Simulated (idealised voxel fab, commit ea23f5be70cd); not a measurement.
Documented hereafter: the process module known as voxel plated lines.
This is section cut - it's 185 nm across, gridded in 5 nm square cells.
When this document writes out a cross-section, it uses a grid of square cells and lists it as bands, beginning at the top and moving down, with a band standing for one or more rows of cells. A band entry consists of two parts. The first gives the height of the band's top and the height of its bottom, in nm. The rest lists the band's materials from left to right, each with its width in nm. A single material labelled with the word "everywhere" fills the band from edge to edge, and the word "blank" marks empty space. Zero point of the height axis is 0; under it, received wafer = one material. Lowest band: continues down indefinitely, "0 down". Width: "30->40" (first number = top row, second number = bottom row, same change from row to row of cells). "all unchanged" -> step changed no cross-section cell. Empty spaces counting at least 8 cells and having no open way to the top are listed in "Closed-off voids". The notation width x height at distance is used for each, the distance being from the left edge and all three values in nm. That trailing text on a step's line, after the settings, is the simulator's own remark on the step. What "overlay nm" on a step's line means: if the step has a mask, that mask lay this far to the right of its planned place, or, when the value is negative, to the left.
## The steps planned for the process are as follows
step 1: RECEIVE, material Si
step 2: CONFORMAL_DEP, material SiO2, thk nm 10
step 3: DIRECTIONAL_DEP, material TiN, thk nm 5
step 4: PATTERN, tone open, mask id LINES, material resist, width nm 15, pitch nm 35, thk nm 30, overlay nm 0
step 5: EPI, material Ru, thk nm 10
step 6: EPI, material Ru, thk nm 10
step 7: STRIP, etch materials resist
step 8: DIRECTIONAL_ETCH, etch materials TiN, depth nm 5
step 9: CONFORMAL_DEP, material SiO2, thk nm 5
## as received, after step 1
> 0 down = Si everywhere
> Closed-off voids: none
## Same starting wafer, same plan as above, one mistake in the execution; this is the cross-section at the end of the module
> 40 to 35 = blank=25 | SiO2=25 | blank=10 | SiO2=25 | blank=10 | SiO2=25 | blank=10 | SiO2=25 | blank=30
> 35 to 20 = blank=25 | SiO2=5 | Ru=15 | SiO2=5 | blank=10 | SiO2=5 | Ru=15 | SiO2=5 | blank=10 | SiO2=5 | Ru=15 | SiO2=5 | blank=10 | SiO2=5 | Ru=15 | SiO2=5 | blank=30
> 20 to 15 = SiO2=30 | Ru=15 | SiO2=20 | Ru=15 | SiO2=20 | Ru=15 | SiO2=20 | Ru=15 | SiO2=35
> 15 to 10 = Ru everywhere
> 10 to 0 = SiO2 everywhere
> 0 down = Si everywhere
> Closed-off voids: none
Heads up, the wafer didn't run the way we planned it: so step 3 ended up running with a different setting than we planned, it ran as DIRECTIONAL_DEP, material Ru, thk nm 5
